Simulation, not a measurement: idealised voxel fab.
process module | voxel wiring stack
cross-section cut | 225 nm wide | cells 5 nm
A cross-section is a grid of square cells, given in bands from the top down. A band is one or more rows of cells.
Each band's line starts with the height of the band's top and of its bottom, in nm. Then come its materials from left to right, each with its width in nm. One material with "throughout" fills the band from edge to edge. "air" is empty space.
Height 0 is the level under which the wafer as received is all one material. The lowest band goes on downwards, as in "0 down".
A width such as "30 to 40" changes by the same amount from each row of cells to the next, from the band's top row to its bottom row.
"no change" after a step means that no cell of the cross-section changed.
closed voids: empty space of 8 cells or more with no open way to the top, each as width x height at its distance from the left edge, in nm
after a step's settings: what the simulator itself notes on the step
overlay nm, on a step with a mask: how far to the right of its planned place the mask lay; to the left if negative
Each pair below shows a cross-section before one step and the cross-section after it, down to the lowest band that changed. The line under each pair gives the step between them, with its settings. The pairs can come from different runs of this module on the same starting wafer, so a pair continues from the pair above only where its "before" says so.
before
  180 to 175: TiN 85 | air 15 | TiN 25 | air 15 | TiN 85
  175 to 165: SiO2 80 | TiN 5 | air 15 | TiN 5 | SiO2 15 | TiN 5 | air 15 | TiN 5 | SiO2 80
  165 to 160: SiO2 80 | TiN 5 | air 5 | TiN 15 | SiO2 15 | TiN 25 | SiO2 80
  160 to 140: SiO2 80 | TiN 5 | air 5 | TiN 5 | SiO2 130
  140 to 135: SiO2 80 | TiN 15 | SiO2 130
  135 to 125: SiO2 throughout
  125 to 120: SiCN throughout
  120 to 105: SiO2 80 | TiN 5 | Cu 15 | TiN 5 | SiO2 15 | TiN 5 | Cu 15 | TiN 5 | SiO2 80
  105 to 100: SiO2 80 | TiN 5 | Cu 5 | TiN 15 | SiO2 15 | TiN 25 | SiO2 80
  100 to 85: SiO2 80 | TiN 5 | Cu 5 | TiN 5 | SiO2 130
  85 to 80: SiCN 80 | TiN 15 | SiCN 130
  80 to 65: SiO2 80 | TiN 5 | Ru 15 | TiN 5 | SiO2 15 | TiN 5 | Ru 15 | TiN 5 | SiO2 80
  65 to 60: SiO2 80 | TiN 5 | Ru 5 | TiN 15 | SiO2 15 | TiN 5 | Ru 5 | TiN 15 | SiO2 80
  60 to 50: SiO2 80 | TiN 5 | Ru 5 | TiN 5 | SiO2 25 | TiN 5 | Ru 5 | TiN 5 | SiO2 90
  50 to 45: SiCN 80 | TiN 15 | SiCN 25 | TiN 15 | SiCN 90
  45 to 20: SiO2 80 | Ru 25 | SiO2 15 | Ru 25 | SiO2 80
  20 to 15: SiO2 80 | TiN 25 | SiO2 15 | TiN 25 | SiO2 80
  15 to 0: SiO2 throughout
  0 down: Si throughout
  closed voids: none
after
  190 to 180: Ru throughout
  180 to 175: TiN 85 | Ru 15 | TiN 25 | Ru 15 | TiN 85
  175 to 165: SiO2 80 | TiN 5 | Ru 15 | TiN 5 | SiO2 15 | TiN 5 | Ru 15 | TiN 5 | SiO2 80
  165 to 160: SiO2 80 | TiN 5 | Ru 5 | TiN 15 | SiO2 15 | TiN 25 | SiO2 80
  160 to 140: SiO2 80 | TiN 5 | Ru 5 | TiN 5 | SiO2 130
  below 140: unchanged
  closed voids: none
the step between: op FILL_DEP | material Ru | thk nm 10
before: the cross-section after the pair above
after
  150 to 140: SiO2 80 | TiN 5 | Ru 5 | TiN 5 | SiO2 130
  below 140: unchanged
  closed voids: none
the step between: op CMP | height nm 150
before: the cross-section after the pair above
after
  155 to 150: SiN throughout
  below 150: unchanged
  closed voids: none
the step between: op CONFORMAL_DEP | material SiN | thk nm 5
before
  45 to 20: SiO2 80 | Ru 25 | SiO2 15 | Ru 25 | SiO2 80
  20 to 15: SiO2 80 | TiN 25 | SiO2 15 | TiN 25 | SiO2 80
  15 to 0: SiO2 throughout
  0 down: Si throughout
  closed voids: none
after
  75 to 45: SiO2 throughout
  below 45: unchanged
  closed voids: none
the step between: op DIRECTIONAL_DEP | material SiO2 | thk nm 30
before: the cross-section after the pair above
after
  80 to 75: SiCN throughout
  below 75: unchanged
  closed voids: none
the step between: op CONFORMAL_DEP | material SiCN | thk nm 5
before: the cross-section after the pair above
after
  95 to 80: resist 80 | air 15 | resist 25 | air 15 | resist 90
  below 80: unchanged
  closed voids: none
the step between: op PATTERN | tone open | mask id METAL_2_HOLES | material resist | width nm 15 | pitch nm 40 | thk nm 15 | overlay nm 0
before: the cross-section after the pair above
after
  80 to 75: SiCN throughout
  below 75: unchanged
  closed voids: none
the step between: op STRIP | etch materials resist
before: the cross-section after the pair above
after
  95 to 80: aC throughout
  below 80: unchanged
  closed voids: none
the step between: op DIRECTIONAL_DEP | material aC | thk nm 15
before: the cross-section after the pair above
after
  130 to 95: resist 80 | air 25 | resist 15 | air 25 | resist 80
  below 95: unchanged
  closed voids: none
the step between: op PATTERN | tone open | mask id METAL_2 | material resist | width nm 25 | pitch nm 40 | thk nm 35 | overlay nm 0
before: the cross-section after the pair above
after
  115 to 95: resist 80 | air 25 | resist 15 | air 25 | resist 80
  95 to 80: aC 80 | air 25 | aC 15 | air 25 | aC 80
  below 80: unchanged
  closed voids: none
the step between: op DIRECTIONAL_ETCH | etch materials aC | depth nm 15
before: the cross-section after the pair above
after
  95 to 80: aC 80 | air 25 | aC 15 | air 25 | aC 80
  below 80: unchanged
  closed voids: none
the step between: op STRIP | etch materials resist
before: the cross-section after the pair above
after
  95 to 80: aC 80 | air 25 | aC 15 | air 25 | aC 80
  80 to 75: SiCN 80 | air 25 | SiCN 15 | air 25 | SiCN 80
  below 75: unchanged
  closed voids: none
the step between: op DIRECTIONAL_ETCH | etch materials SiCN | depth nm 5
before: the cross-section after the pair above
after
  80 to 75: SiCN 80 | air 25 | SiCN 15 | air 25 | SiCN 80
  below 75: unchanged
  closed voids: none
the step between: op STRIP | etch materials aC
before: the cross-section after the pair above
after
  85 to 80: TiN 85 | air 15 | TiN 25 | air 15 | TiN 85
  80 to 75: SiCN 80 | TiN 25 | SiCN 15 | TiN 25 | SiCN 80
  below 75: unchanged
  closed voids: none
the step between: op CONFORMAL_DEP | material TiN | thk nm 5
before: the cross-section after the pair above
after
  95 to 85: Ru throughout
  85 to 80: TiN 85 | Ru 15 | TiN 25 | Ru 15 | TiN 85
  below 80: unchanged
  closed voids: none
the step between: op FILL_DEP | material Ru | thk nm 10
before: the cross-section after the pair above
after
  80 to 75: SiCN 80 | TiN 25 | SiCN 15 | TiN 25 | SiCN 80
  below 75: unchanged
  closed voids: none
the step between: op CMP | height nm 80
before: the cross-section after the pair above
after
  85 to 80: SiCN throughout
  below 80: unchanged
  closed voids: none
the step between: op CONFORMAL_DEP | material SiCN | thk nm 5
before: the cross-section after the pair above
after
  120 to 85: SiO2 throughout
  below 85: unchanged
  closed voids: none
the step between: op DIRECTIONAL_DEP | material SiO2 | thk nm 35
before: the cross-section after the pair above
after
  120 to 85: SiO2 80 | air 15 | SiO2 130
  below 85: unchanged
  closed voids: none
the step between: op MASKED_ETCH | tone open | mask id METAL_3_HOLES | width nm 15 | etch materials SiO2 | depth nm 35 | overlay nm 0
before: the cross-section after the pair above
after
  130 to 120: aC 80 | air 15 | aC 130
  120 to 95: SiO2 80 | air 15 | SiO2 130
  95 to 85: SiO2 80 | aC 15 | SiO2 130
  below 85: unchanged
  closed voids: none
the step between: op DIRECTIONAL_DEP | material aC | thk nm 10
before: the cross-section after the pair above
after
  155 to 130: resist 80 | air 25 | resist 15 | air 25 | resist 80
  below 130: unchanged
  closed voids: none
the step between: op PATTERN | tone open | mask id METAL_3 | material resist | width nm 25 | pitch nm 40 | thk nm 25 | overlay nm 0
before: the cross-section after the pair above
after
  145 to 130: resist 80 | air 25 | resist 15 | air 25 | resist 80
  130 to 120: aC 80 | air 25 | aC 15 | air 25 | aC 80
  120 to 85: SiO2 80 | air 15 | SiO2 130
  below 85: unchanged
  closed voids: none
the step between: op DIRECTIONAL_ETCH | etch materials aC | depth nm 10
before: the cross-section after the pair above
after
  130 to 120: aC 80 | air 25 | aC 15 | air 25 | aC 80
  below 120: unchanged
  closed voids: none
the step between: op STRIP | etch materials resist
before: the cross-section after the pair above
after
  130 to 120: aC 80 | air 25 | aC 15 | air 25 | aC 80
  120 to 100: SiO2 80 | air 25 | SiO2 15 | air 25 | SiO2 80
  below 100: unchanged
  closed voids: none
the step between: op DIRECTIONAL_ETCH | etch materials SiO2 | depth nm 20
before: the cross-section after the pair above
after
  130 to 120: aC 80 | air 25 | aC 15 | air 25 | aC 80
  120 to 100: SiO2 80 | air 25 | SiO2 15 | air 25 | SiO2 80
  100 to 85: SiO2 80 | air 15 | SiO2 130
  85 to 80: SiCN 80 | air 15 | SiCN 130
  below 80: unchanged
  closed voids: none
the step between: op DIRECTIONAL_ETCH | etch materials SiCN | depth nm 5
before: the cross-section after the pair above
after
  120 to 100: SiO2 80 | air 25 | SiO2 15 | air 25 | SiO2 80
  below 100: unchanged
  closed voids: none
the step between: op STRIP | etch materials aC
before: the cross-section after the pair above
after
  125 to 120: TiN 85 | air 15 | TiN 25 | air 15 | TiN 85
  120 to 105: SiO2 80 | TiN 5 | air 15 | TiN 5 | SiO2 15 | TiN 5 | air 15 | TiN 5 | SiO2 80
  105 to 100: SiO2 80 | TiN 5 | air 5 | TiN 15 | SiO2 15 | TiN 25 | SiO2 80
  100 to 85: SiO2 80 | TiN 5 | air 5 | TiN 5 | SiO2 130
  85 to 80: SiCN 80 | TiN 15 | SiCN 130
  below 80: unchanged
  closed voids: none
the step between: op CONFORMAL_DEP | material TiN | thk nm 5
before: the cross-section after the pair above
after
  135 to 125: Cu throughout
  125 to 120: TiN 85 | Cu 15 | TiN 25 | Cu 15 | TiN 85
  120 to 105: SiO2 80 | TiN 5 | Cu 15 | TiN 5 | SiO2 15 | TiN 5 | Cu 15 | TiN 5 | SiO2 80
  105 to 100: SiO2 80 | TiN 5 | Cu 5 | TiN 15 | SiO2 15 | TiN 25 | SiO2 80
  100 to 85: SiO2 80 | TiN 5 | Cu 5 | TiN 5 | SiO2 130
  below 85: unchanged
  closed voids: none
the step between: op FILL_DEP | material Cu | thk nm 10
before: the cross-section after the pair above
after
  120 to 105: SiO2 80 | TiN 5 | Cu 15 | TiN 5 | SiO2 15 | TiN 5 | Cu 15 | TiN 5 | SiO2 80
  below 105: unchanged
  closed voids: none
the step between: op CMP | height nm 120
before: the cross-section after the pair above
after
  125 to 120: SiCN throughout
  below 120: unchanged
  closed voids: none
the step between: op CONFORMAL_DEP | material SiCN | thk nm 5
before: the cross-section after the pair above
after
  150 to 125: SiO2 throughout
  below 125: unchanged
  closed voids: none
the step between: op DIRECTIONAL_DEP | material SiO2 | thk nm 25
before: the cross-section after the pair above
after
  165 to 150: resist 80 | air 15 | resist 130
  below 150: unchanged
  closed voids: none
the step between: op PATTERN | tone open | mask id METAL_4_HOLES | material resist | width nm 15 | thk nm 15 | overlay nm 0
before: the cross-section after the pair above
after
  165 to 150: resist 80 | air 15 | resist 130
  150 to 125: SiO2 80 | air 15 | SiO2 130
  below 125: unchanged
  closed voids: none
the step between: op DIRECTIONAL_ETCH | etch materials SiO2 | depth nm 25
before: the cross-section after the pair above
after
  150 to 125: SiO2 80 | air 15 | SiO2 130
  below 125: unchanged
  closed voids: none
the step between: op STRIP | etch materials resist
before: the cross-section after the pair above
after
  150 to 135: SiO2 80 | air 25 | SiO2 15 | air 25 | SiO2 80
  below 135: unchanged
  closed voids: none
the step between: op MASKED_ETCH | tone open | mask id METAL_4 | width nm 25 | pitch nm 40 | etch materials SiO2 | depth nm 15 | overlay nm 0
before: the cross-section after the pair above
after
  150 to 135: SiO2 80 | air 25 | SiO2 15 | air 25 | SiO2 80
  135 to 125: SiO2 80 | air 15 | SiO2 130
  125 to 120: SiCN 80 | air 15 | SiCN 130
  below 120: unchanged
  closed voids: none
the step between: op MASKED_ETCH | tone open | mask id METAL_4 | width nm 25 | pitch nm 40 | etch materials SiCN | depth nm 5 | overlay nm 0
before: the cross-section after the pair above
after
  155 to 150: TiN 85 | air 15 | TiN 25 | air 15 | TiN 85
  150 to 140: SiO2 80 | TiN 5 | air 15 | TiN 5 | SiO2 15 | TiN 5 | air 15 | TiN 5 | SiO2 80
  140 to 135: SiO2 80 | TiN 5 | air 5 | TiN 15 | SiO2 15 | TiN 25 | SiO2 80
  135 to 125: SiO2 80 | TiN 5 | air 5 | TiN 5 | SiO2 130
  125 to 120: SiCN 80 | TiN 15 | SiCN 130
  below 120: unchanged
  closed voids: none
the step between: op CONFORMAL_DEP | material TiN | thk nm 5
before: the cross-section after the pair above
after
  165 to 155: Ru throughout
  155 to 150: TiN 85 | Ru 15 | TiN 25 | Ru 15 | TiN 85
  150 to 140: SiO2 80 | TiN 5 | Ru 15 | TiN 5 | SiO2 15 | TiN 5 | Ru 15 | TiN 5 | SiO2 80
  140 to 135: SiO2 80 | TiN 5 | Ru 5 | TiN 15 | SiO2 15 | TiN 25 | SiO2 80
  135 to 125: SiO2 80 | TiN 5 | Ru 5 | TiN 5 | SiO2 130
  below 125: unchanged
  closed voids: none
the step between: op FILL_DEP | material Ru | thk nm 10
before: the cross-section after the pair above
after
  150 to 140: SiO2 80 | TiN 5 | Ru 15 | TiN 5 | SiO2 15 | TiN 5 | Ru 15 | TiN 5 | SiO2 80
  below 140: unchanged
  closed voids: none
the step between: op CMP | height nm 150
before: the cross-section after the pair above
after
  155 to 150: SiN throughout
  below 150: unchanged
  closed voids: none
the step between: op CONFORMAL_DEP | material SiN | thk nm 5
before
  165 to 155: Ru throughout
  155 to 150: TiN 85 | Ru 15 | TiN 25 | Ru 15 | TiN 85
  150 to 140: SiO2 80 | TiN 5 | Ru 15 | TiN 5 | SiO2 15 | TiN 5 | Ru 15 | TiN 5 | SiO2 80
  140 to 135: SiO2 80 | TiN 5 | Ru 5 | TiN 15 | SiO2 15 | TiN 25 | SiO2 80
  135 to 125: SiO2 80 | TiN 5 | Ru 5 | TiN 5 | SiO2 130
  125 to 120: SiCN 80 | TiN 15 | SiCN 130
  120 to 105: SiO2 80 | TiN 5 | Cu 15 | TiN 5 | SiO2 15 | TiN 5 | Cu 15 | TiN 5 | SiO2 80
  105 to 100: SiO2 80 | TiN 5 | Cu 5 | TiN 15 | SiO2 15 | TiN 25 | SiO2 80
  100 to 85: SiO2 80 | TiN 5 | Cu 5 | TiN 5 | SiO2 130
  85 to 80: SiCN 80 | TiN 15 | SiCN 130
  80 to 65: SiO2 80 | TiN 5 | Ru 15 | TiN 5 | SiO2 15 | TiN 5 | Ru 15 | TiN 5 | SiO2 80
  65 to 60: SiO2 80 | TiN 5 | Ru 5 | TiN 15 | SiO2 15 | TiN 5 | Ru 5 | TiN 15 | SiO2 80
  60 to 50: SiO2 80 | TiN 5 | Ru 5 | TiN 5 | SiO2 25 | TiN 5 | Ru 5 | TiN 5 | SiO2 90
  50 to 45: SiCN 80 | TiN 15 | SiCN 25 | TiN 15 | SiCN 90
  45 to 20: SiO2 80 | Ru 25 | SiO2 15 | Ru 25 | SiO2 80
  20 to 15: SiO2 80 | TiN 25 | SiO2 15 | TiN 25 | SiO2 80
  15 to 0: SiO2 throughout
  0 down: Si throughout
  closed voids: none
after
  160 to 155: Ru throughout
  below 155: unchanged
  closed voids: none
the step between: op CMP | height nm 160
before: the cross-section after the pair above
after
  165 to 160: SiN throughout
  below 160: unchanged
  closed voids: none
the step between: op CONFORMAL_DEP | material SiN | thk nm 5
before
  130 to 120: aC 80 | air 15 | aC 130
  120 to 95: SiO2 80 | air 15 | SiO2 130
  95 to 85: SiO2 80 | aC 15 | SiO2 130
  85 to 80: SiCN throughout
  80 to 65: SiO2 80 | TiN 5 | Ru 15 | TiN 5 | SiO2 15 | TiN 5 | Ru 15 | TiN 5 | SiO2 80
  65 to 60: SiO2 80 | TiN 5 | Ru 5 | TiN 15 | SiO2 15 | TiN 5 | Ru 5 | TiN 15 | SiO2 80
  60 to 50: SiO2 80 | TiN 5 | Ru 5 | TiN 5 | SiO2 25 | TiN 5 | Ru 5 | TiN 5 | SiO2 90
  50 to 45: SiCN 80 | TiN 15 | SiCN 25 | TiN 15 | SiCN 90
  45 to 20: SiO2 80 | Ru 25 | SiO2 15 | Ru 25 | SiO2 80
  20 to 15: SiO2 80 | TiN 25 | SiO2 15 | TiN 25 | SiO2 80
  15 to 0: SiO2 throughout
  0 down: Si throughout
  closed voids: none
after
  155 to 130: resist 85 | air 20 | resist 20 | air 20 | resist 80
  130 to 120: aC 80 | resist 5 | air 10 | aC 130
  120 to 95: SiO2 80 | resist 5 | air 10 | SiO2 130
  below 95: unchanged
  closed voids: none
the step between: op PATTERN | tone open | mask id METAL_3 | material resist | width nm 20 | pitch nm 40 | thk nm 25 | overlay nm 0
before: the cross-section after the pair above
after
  145 to 130: resist 85 | air 20 | resist 20 | air 20 | resist 80
  130 to 120: aC 80 | resist 5 | air 20 | aC 20 | air 20 | aC 80
  120 to 95: SiO2 80 | resist 5 | air 10 | SiO2 130
  95 to 85: SiO2 80 | aC 5 | air 10 | SiO2 130
  below 85: unchanged
  closed voids: none
the step between: op DIRECTIONAL_ETCH | etch materials aC | depth nm 10
before: the cross-section after the pair above
after
  130 to 120: aC 80 | air 25 | aC 20 | air 20 | aC 80
  120 to 95: SiO2 80 | air 15 | SiO2 130
  below 95: unchanged
  closed voids: none
the step between: op STRIP | etch materials resist
before: the cross-section after the pair above
after
  130 to 120: aC 80 | air 25 | aC 20 | air 20 | aC 80
  120 to 100: SiO2 80 | air 25 | SiO2 20 | air 20 | SiO2 80
  below 100: unchanged
  closed voids: none
the step between: op DIRECTIONAL_ETCH | etch materials SiO2 | depth nm 20
before: the cross-section after the pair above
after
  130 to 120: aC 80 | air 25 | aC 20 | air 20 | aC 80
  120 to 100: SiO2 80 | air 25 | SiO2 20 | air 20 | SiO2 80
  100 to 95: SiO2 80 | air 15 | SiO2 130
  95 to 85: SiO2 80 | aC 5 | air 10 | SiO2 130
  85 to 80: SiCN 85 | air 10 | SiCN 130
  below 80: unchanged
  closed voids: none
the step between: op DIRECTIONAL_ETCH | etch materials SiCN | depth nm 5
before: the cross-section after the pair above
after
  120 to 100: SiO2 80 | air 25 | SiO2 20 | air 20 | SiO2 80
  100 to 85: SiO2 80 | air 15 | SiO2 130
  below 85: unchanged
  closed voids: none
the step between: op STRIP | etch materials aC
before: the cross-section after the pair above
after
  125 to 120: TiN 85 | air 15 | TiN 30 | air 10 | TiN 85
  120 to 105: SiO2 80 | TiN 5 | air 15 | TiN 5 | SiO2 20 | TiN 5 | air 10 | TiN 5 | SiO2 80
  105 to 100: SiO2 80 | TiN 5 | air 5 | TiN 15 | SiO2 20 | TiN 20 | SiO2 80
  100 to 90: SiO2 80 | TiN 5 | air 5 | TiN 5 | SiO2 130
  90 to 85: SiO2 80 | TiN 15 | SiO2 130
  85 to 80: SiCN 85 | TiN 10 | SiCN 130
  below 80: unchanged
  closed voids: none
the step between: op CONFORMAL_DEP | material TiN | thk nm 5
before: the cross-section after the pair above
after
  135 to 125: Cu throughout
  125 to 120: TiN 85 | Cu 15 | TiN 30 | Cu 10 | TiN 85
  120 to 105: SiO2 80 | TiN 5 | Cu 15 | TiN 5 | SiO2 20 | TiN 5 | Cu 10 | TiN 5 | SiO2 80
  105 to 100: SiO2 80 | TiN 5 | Cu 5 | TiN 15 | SiO2 20 | TiN 20 | SiO2 80
  100 to 90: SiO2 80 | TiN 5 | Cu 5 | TiN 5 | SiO2 130
  below 90: unchanged
  closed voids: none
the step between: op FILL_DEP | material Cu | thk nm 10
before: the cross-section after the pair above
after
  120 to 105: SiO2 80 | TiN 5 | Cu 15 | TiN 5 | SiO2 20 | TiN 5 | Cu 10 | TiN 5 | SiO2 80
  below 105: unchanged
  closed voids: none
the step between: op CMP | height nm 120
before: the cross-section after the pair above
after
  125 to 120: SiCN throughout
  below 120: unchanged
  closed voids: none
the step between: op CONFORMAL_DEP | material SiCN | thk nm 5
before: the cross-section after the pair above
after
  150 to 125: SiO2 throughout
  below 125: unchanged
  closed voids: none
the step between: op DIRECTIONAL_DEP | material SiO2 | thk nm 25
before: the cross-section after the pair above
after
  165 to 150: resist 80 | air 15 | resist 130
  below 150: unchanged
  closed voids: none
the step between: op PATTERN | tone open | mask id METAL_4_HOLES | material resist | width nm 15 | thk nm 15 | overlay nm 0
before: the cross-section after the pair above
after
  165 to 150: resist 80 | air 15 | resist 130
  150 to 125: SiO2 80 | air 15 | SiO2 130
  below 125: unchanged
  closed voids: none
the step between: op DIRECTIONAL_ETCH | etch materials SiO2 | depth nm 25
before: the cross-section after the pair above
after
  150 to 125: SiO2 80 | air 15 | SiO2 130
  below 125: unchanged
  closed voids: none
the step between: op STRIP | etch materials resist
before: the cross-section after the pair above
after
  150 to 135: SiO2 80 | air 25 | SiO2 15 | air 25 | SiO2 80
  below 135: unchanged
  closed voids: none
the step between: op MASKED_ETCH | tone open | mask id METAL_4 | width nm 25 | pitch nm 40 | etch materials SiO2 | depth nm 15 | overlay nm 0
before: the cross-section after the pair above
after
  150 to 135: SiO2 80 | air 25 | SiO2 15 | air 25 | SiO2 80
  135 to 125: SiO2 80 | air 15 | SiO2 130
  125 to 120: SiCN 80 | air 15 | SiCN 130
  below 120: unchanged
  closed voids: none
the step between: op MASKED_ETCH | tone open | mask id METAL_4 | width nm 25 | pitch nm 40 | etch materials SiCN | depth nm 5 | overlay nm 0
before: the cross-section after the pair above
after
  155 to 150: TiN 85 | air 15 | TiN 25 | air 15 | TiN 85
  150 to 140: SiO2 80 | TiN 5 | air 15 | TiN 5 | SiO2 15 | TiN 5 | air 15 | TiN 5 | SiO2 80
  140 to 135: SiO2 80 | TiN 5 | air 5 | TiN 15 | SiO2 15 | TiN 25 | SiO2 80
  135 to 125: SiO2 80 | TiN 5 | air 5 | TiN 5 | SiO2 130
  125 to 120: SiCN 80 | TiN 15 | SiCN 130
  below 120: unchanged
  closed voids: none
the step between: op CONFORMAL_DEP | material TiN | thk nm 5
before: the cross-section after the pair above
after
  165 to 155: Ru throughout
  155 to 150: TiN 85 | Ru 15 | TiN 25 | Ru 15 | TiN 85
  150 to 140: SiO2 80 | TiN 5 | Ru 15 | TiN 5 | SiO2 15 | TiN 5 | Ru 15 | TiN 5 | SiO2 80
  140 to 135: SiO2 80 | TiN 5 | Ru 5 | TiN 15 | SiO2 15 | TiN 25 | SiO2 80
  135 to 125: SiO2 80 | TiN 5 | Ru 5 | TiN 5 | SiO2 130
  below 125: unchanged
  closed voids: none
the step between: op FILL_DEP | material Ru | thk nm 10
before: the cross-section after the pair above
after
  150 to 140: SiO2 80 | TiN 5 | Ru 15 | TiN 5 | SiO2 15 | TiN 5 | Ru 15 | TiN 5 | SiO2 80
  below 140: unchanged
  closed voids: none
the step between: op CMP | height nm 150
before: the cross-section after the pair above
after
  155 to 150: SiN throughout
  below 150: unchanged
  closed voids: none
the step between: op CONFORMAL_DEP | material SiN | thk nm 5
before
  130 to 120: aC 80 | air 15 | aC 130
  120 to 95: SiO2 80 | air 15 | SiO2 130
  95 to 85: SiO2 80 | aC 15 | SiO2 130
  85 to 80: SiCN throughout
  80 to 65: SiO2 80 | TiN 5 | Ru 15 | TiN 5 | SiO2 15 | TiN 5 | Ru 15 | TiN 5 | SiO2 80
  65 to 60: SiO2 80 | TiN 5 | Ru 5 | TiN 15 | SiO2 15 | TiN 5 | Ru 5 | TiN 15 | SiO2 80
  60 to 50: SiO2 80 | TiN 5 | Ru 5 | TiN 5 | SiO2 25 | TiN 5 | Ru 5 | TiN 5 | SiO2 90
  50 to 45: SiCN 80 | TiN 15 | SiCN 25 | TiN 15 | SiCN 90
  45 to 20: SiO2 80 | Ru 25 | SiO2 15 | Ru 25 | SiO2 80
  20 to 15: SiO2 80 | TiN 25 | SiO2 15 | TiN 25 | SiO2 80
  15 to 0: SiO2 throughout
  0 down: Si throughout
  closed voids: none
after
  155 to 130: resist 70 | air 25 | resist 15 | air 25 | resist 90
  below 130: unchanged
  closed voids: none
the step between: op PATTERN | tone open | mask id METAL_3 | material resist | width nm 25 | pitch nm 40 | thk nm 25 | overlay nm -10
before: the cross-section after the pair above
after
  145 to 130: resist 70 | air 25 | resist 15 | air 25 | resist 90
  130 to 120: aC 70 | air 25 | aC 15 | air 25 | aC 90
  120 to 85: SiO2 80 | air 15 | SiO2 130
  below 85: unchanged
  closed voids: none
the step between: op DIRECTIONAL_ETCH | etch materials aC | depth nm 10
before: the cross-section after the pair above
after
  130 to 120: aC 70 | air 25 | aC 15 | air 25 | aC 90
  below 120: unchanged
  closed voids: none
the step between: op STRIP | etch materials resist
before: the cross-section after the pair above
after
  130 to 120: aC 70 | air 25 | aC 15 | air 25 | aC 90
  120 to 100: SiO2 70 | air 25 | SiO2 15 | air 25 | SiO2 90
  below 100: unchanged
  closed voids: none
the step between: op DIRECTIONAL_ETCH | etch materials SiO2 | depth nm 20
before: the cross-section after the pair above
after
  130 to 120: aC 70 | air 25 | aC 15 | air 25 | aC 90
  120 to 100: SiO2 70 | air 25 | SiO2 15 | air 25 | SiO2 90
  100 to 85: SiO2 80 | air 15 | SiO2 130
  85 to 80: SiCN 80 | air 15 | SiCN 130
  below 80: unchanged
  closed voids: none
the step between: op DIRECTIONAL_ETCH | etch materials SiCN | depth nm 5
before: the cross-section after the pair above
after
  120 to 100: SiO2 70 | air 25 | SiO2 15 | air 25 | SiO2 90
  below 100: unchanged
  closed voids: none
the step between: op STRIP | etch materials aC
before: the cross-section after the pair above
after
  125 to 120: TiN 75 | air 15 | TiN 25 | air 15 | TiN 95
  120 to 105: SiO2 70 | TiN 5 | air 15 | TiN 5 | SiO2 15 | TiN 5 | air 15 | TiN 5 | SiO2 90
  105 to 100: SiO2 70 | TiN 15 | air 5 | TiN 5 | SiO2 15 | TiN 25 | SiO2 90
  100 to 85: SiO2 80 | TiN 5 | air 5 | TiN 5 | SiO2 130
  85 to 80: SiCN 80 | TiN 15 | SiCN 130
  below 80: unchanged
  closed voids: none
the step between: op CONFORMAL_DEP | material TiN | thk nm 5
before: the cross-section after the pair above
after
  135 to 125: Cu throughout
  125 to 120: TiN 75 | Cu 15 | TiN 25 | Cu 15 | TiN 95
  120 to 105: SiO2 70 | TiN 5 | Cu 15 | TiN 5 | SiO2 15 | TiN 5 | Cu 15 | TiN 5 | SiO2 90
  105 to 100: SiO2 70 | TiN 15 | Cu 5 | TiN 5 | SiO2 15 | TiN 25 | SiO2 90
  100 to 85: SiO2 80 | TiN 5 | Cu 5 | TiN 5 | SiO2 130
  below 85: unchanged
  closed voids: none
the step between: op FILL_DEP | material Cu | thk nm 10
before: the cross-section after the pair above
after
  120 to 105: SiO2 70 | TiN 5 | Cu 15 | TiN 5 | SiO2 15 | TiN 5 | Cu 15 | TiN 5 | SiO2 90
  below 105: unchanged
  closed voids: none
the step between: op CMP | height nm 120
before: the cross-section after the pair above
after
  125 to 120: SiCN throughout
  below 120: unchanged
  closed voids: none
the step between: op CONFORMAL_DEP | material SiCN | thk nm 5
before: the cross-section after the pair above
after
  150 to 125: SiO2 throughout
  below 125: unchanged
  closed voids: none
the step between: op DIRECTIONAL_DEP | material SiO2 | thk nm 25
before: the cross-section after the pair above
after
  165 to 150: resist 80 | air 15 | resist 130
  below 150: unchanged
  closed voids: none
the step between: op PATTERN | tone open | mask id METAL_4_HOLES | material resist | width nm 15 | thk nm 15 | overlay nm 0
before: the cross-section after the pair above
after
  165 to 150: resist 80 | air 15 | resist 130
  150 to 125: SiO2 80 | air 15 | SiO2 130
  below 125: unchanged
  closed voids: none
the step between: op DIRECTIONAL_ETCH | etch materials SiO2 | depth nm 25
before: the cross-section after the pair above
after
  150 to 125: SiO2 80 | air 15 | SiO2 130
  below 125: unchanged
  closed voids: none
the step between: op STRIP | etch materials resist
before: the cross-section after the pair above
after
  150 to 135: SiO2 80 | air 25 | SiO2 15 | air 25 | SiO2 80
  below 135: unchanged
  closed voids: none
the step between: op MASKED_ETCH | tone open | mask id METAL_4 | width nm 25 | pitch nm 40 | etch materials SiO2 | depth nm 15 | overlay nm 0
before: the cross-section after the pair above
after
  150 to 135: SiO2 80 | air 25 | SiO2 15 | air 25 | SiO2 80
  135 to 125: SiO2 80 | air 15 | SiO2 130
  125 to 120: SiCN 80 | air 15 | SiCN 130
  below 120: unchanged
  closed voids: none
the step between: op MASKED_ETCH | tone open | mask id METAL_4 | width nm 25 | pitch nm 40 | etch materials SiCN | depth nm 5 | overlay nm 0
before: the cross-section after the pair above
after
  155 to 150: TiN 85 | air 15 | TiN 25 | air 15 | TiN 85
  150 to 140: SiO2 80 | TiN 5 | air 15 | TiN 5 | SiO2 15 | TiN 5 | air 15 | TiN 5 | SiO2 80
  140 to 135: SiO2 80 | TiN 5 | air 5 | TiN 15 | SiO2 15 | TiN 25 | SiO2 80
  135 to 125: SiO2 80 | TiN 5 | air 5 | TiN 5 | SiO2 130
  125 to 120: SiCN 80 | TiN 15 | SiCN 130
  below 120: unchanged
  closed voids: none
the step between: op CONFORMAL_DEP | material TiN | thk nm 5
before: the cross-section after the pair above
after
  165 to 155: Ru throughout
  155 to 150: TiN 85 | Ru 15 | TiN 25 | Ru 15 | TiN 85
  150 to 140: SiO2 80 | TiN 5 | Ru 15 | TiN 5 | SiO2 15 | TiN 5 | Ru 15 | TiN 5 | SiO2 80
  140 to 135: SiO2 80 | TiN 5 | Ru 5 | TiN 15 | SiO2 15 | TiN 25 | SiO2 80
  135 to 125: SiO2 80 | TiN 5 | Ru 5 | TiN 5 | SiO2 130
  below 125: unchanged
  closed voids: none
the step between: op FILL_DEP | material Ru | thk nm 10
before: the cross-section after the pair above
after
  150 to 140: SiO2 80 | TiN 5 | Ru 15 | TiN 5 | SiO2 15 | TiN 5 | Ru 15 | TiN 5 | SiO2 80
  below 140: unchanged
  closed voids: none
the step between: op CMP | height nm 150
before: the cross-section after the pair above
after
  155 to 150: SiN throughout
  below 150: unchanged
  closed voids: none
the step between: op CONFORMAL_DEP | material SiN | thk nm 5
